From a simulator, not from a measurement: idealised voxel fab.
Herein follows the process module entitled voxel capacitor over wiring.
Each square cell in cross-section cut measures 5 nm, and the section as a whole is 245 nm wide.
Each cross-section below is a grid of square cells, stated as bands in top-down order, with one or more rows of cells making up each band.
The entry gives the band's vertical extent as a top height and a bottom height in nm, then its horizontal make-up as materials from left to right, each with a width in nm. "air" stands for empty space; a single material marked "edge to edge" fills the band edge to edge.
Basically, 0 is our baseline, since under it the wafer straight out of the box is all one material. The bottom band has no lower end and keeps on going down, so it looks like "0 down".
The notation "30 to 40" denotes a width that varies across the rows of cells in the band, beginning at the first number in the top row, finishing at the second number in the bottom row, and changing by an identical amount from each row to the next.
Key: "no change" - step with no changed cell in the cross-section.
In the "Sealed void listing" entry, you get each enclosed empty space of 8 cells or more, one with no open way to the top, written width x height at distance, distance from the left edge, in nm.
Post-settings text on a step line: simulator's own remark regarding the step.
overlay nm: mask right of planned place by this much (step with mask). Neg. = left.
# The process steps that were planned are listed below
step 1: RECEIVE: material Si
step 2: CONFORMAL_DEP: material SiO2, thk nm 10
step 3: CONFORMAL_DEP: material SiN, thk nm 5
step 4: DIRECTIONAL_DEP: material SiO2, thk nm 15
step 5: PATTERN: tone open, mask id METAL_1, material resist, width nm 30, pitch nm 95, thk nm 20, overlay nm 0
step 6: DIRECTIONAL_ETCH: etch materials SiO2, depth nm 15
step 7: DIRECTIONAL_ETCH: etch materials SiN, depth nm 5
step 8: STRIP: etch materials resist
step 9: CONFORMAL_DEP: material TiN, thk nm 5
step 10: FILL_DEP: material W, thk nm 5
step 11: CMP: height nm 30
step 12: EPI: material Ru, thk nm 5
step 13: FILL_DEP: material SiCN, thk nm 5
step 14: DIRECTIONAL_DEP: material lowk, thk nm 20
step 15: DIRECTIONAL_DEP: material aC, thk nm 10
step 16: PATTERN: tone open, mask id PLUG_1, material resist, width nm 15, thk nm 30, overlay nm 0
step 17: DIRECTIONAL_ETCH: etch materials aC, depth nm 10
step 18: STRIP: etch materials resist
step 19: DIRECTIONAL_ETCH: etch materials lowk, depth nm 20
step 20: DIRECTIONAL_ETCH: etch materials SiCN, depth nm 5
step 21: STRIP: etch materials aC
step 22: EPI: material Ru, thk nm 10
step 23: EPI: material Ru, thk nm 10
step 24: EPI: material Ru, thk nm 5
step 25: DIRECTIONAL_DEP: material TiN, thk nm 5
step 26: DIRECTIONAL_DEP: material Al2O3, thk nm 5
step 27: DIRECTIONAL_DEP: material TiN, thk nm 5
step 28: PATTERN: tone cover, mask id UPPER_PLATE, material resist, width nm 70, thk nm 20, overlay nm 0
step 29: DIRECTIONAL_ETCH: etch materials TiN, depth nm 5
step 30: DIRECTIONAL_ETCH: etch materials Al2O3, depth nm 5
step 31: STRIP: etch materials resist
step 32: DIRECTIONAL_DEP: material aC, thk nm 10
step 33: PATTERN: tone cover, mask id LOWER_PLATE, material resist, width nm 80, thk nm 30, overlay nm 0
step 34: DIRECTIONAL_ETCH: etch materials aC, depth nm 10
step 35: STRIP: etch materials resist
step 36: DIRECTIONAL_ETCH: etch materials TiN, depth nm 5
step 37: STRIP: etch materials aC
step 38: FILL_DEP: material SiO2, thk nm 15
step 39: CMP: height nm 85
step 40: PATTERN: tone open, mask id PLUG_2, material resist, width nm 15, thk nm 15, overlay nm 0
step 41: DIRECTIONAL_ETCH: etch materials SiO2, depth nm 10
step 42: STRIP: etch materials resist
step 43: CONFORMAL_DEP: material TiN, thk nm 5
step 44: FILL_DEP: material Cu, thk nm 5
step 45: CMP: height nm 85
step 46: CONFORMAL_DEP: material SiCN, thk nm 5
# Step 1 complete: cross-section of the wafer as received
0 down = Si edge to edge
Sealed void listing: none
# Module complete - cross-section of the first of two wafers, run according to plan
90 to 85 = SiCN edge to edge
85 to 80 = SiO2 85 nm / TiN 5 nm / Cu 5 nm / TiN 5 nm / SiO2 145 nm
80 to 70 = SiO2 85 to 75 nm / TiN 15 to 70 nm / SiO2 145 to 100 nm
70 to 65 = SiO2 75 nm / Al2O3 70 nm / SiO2 100 nm
65 to 60 = SiO2 70 nm / TiN 80 nm / SiO2 95 nm
60 to 40 = lowk 75 nm / Ru 15 nm / lowk 155 nm
40 to 35 = SiCN 75 nm / Ru 15 nm / SiCN 155 nm
35 to 30 = SiCN 55 nm / Ru 40 nm / SiCN 55 nm / Ru 40 nm / SiCN 55 nm
30 to 15 = SiO2 60 nm / TiN 5 nm / W 20 nm / TiN 5 nm / SiO2 65 nm / TiN 5 nm / W 20 nm / TiN 5 nm / SiO2 60 nm
15 to 10 = SiN 60 nm / TiN 30 nm / SiN 65 nm / TiN 30 nm / SiN 60 nm
10 to 0 = SiO2 edge to edge
0 down = Si edge to edge
Sealed void listing: none
# Cross-section of the latter of the two wafers at module completion. It had an identical start and an identical plan to the former; in running it, one mistake was made
90 to 85 = SiCN edge to edge
85 to 80 = SiO2 85 nm / TiN 5 nm / Cu 5 nm / TiN 5 nm / SiO2 145 nm
80 to 75 = SiO2 85 nm / TiN 15 nm / SiO2 145 nm
75 to 70 = SiO2 edge to edge
70 to 60 = SiO2 75 to 70 nm / TiN 70 to 80 nm / SiO2 100 to 95 nm
60 to 40 = lowk 75 nm / Ru 15 nm / lowk 155 nm
40 to 35 = SiCN 75 nm / Ru 15 nm / SiCN 155 nm
35 to 30 = SiCN 55 nm / Ru 40 nm / SiCN 55 nm / Ru 40 nm / SiCN 55 nm
30 to 15 = SiO2 60 nm / TiN 5 nm / W 20 nm / TiN 5 nm / SiO2 65 nm / TiN 5 nm / W 20 nm / TiN 5 nm / SiO2 60 nm
15 to 10 = SiN 60 nm / TiN 30 nm / SiN 65 nm / TiN 30 nm / SiN 60 nm
10 to 0 = SiO2 edge to edge
0 down = Si edge to edge
Sealed void listing: none
Misprocessing identified: step 26 of the plan did not run at all; it was left out
Looking at both finished wafers in cells, the second ends up ahead of or behind the first on some materials: Al2O3 -14; SiO2 +14
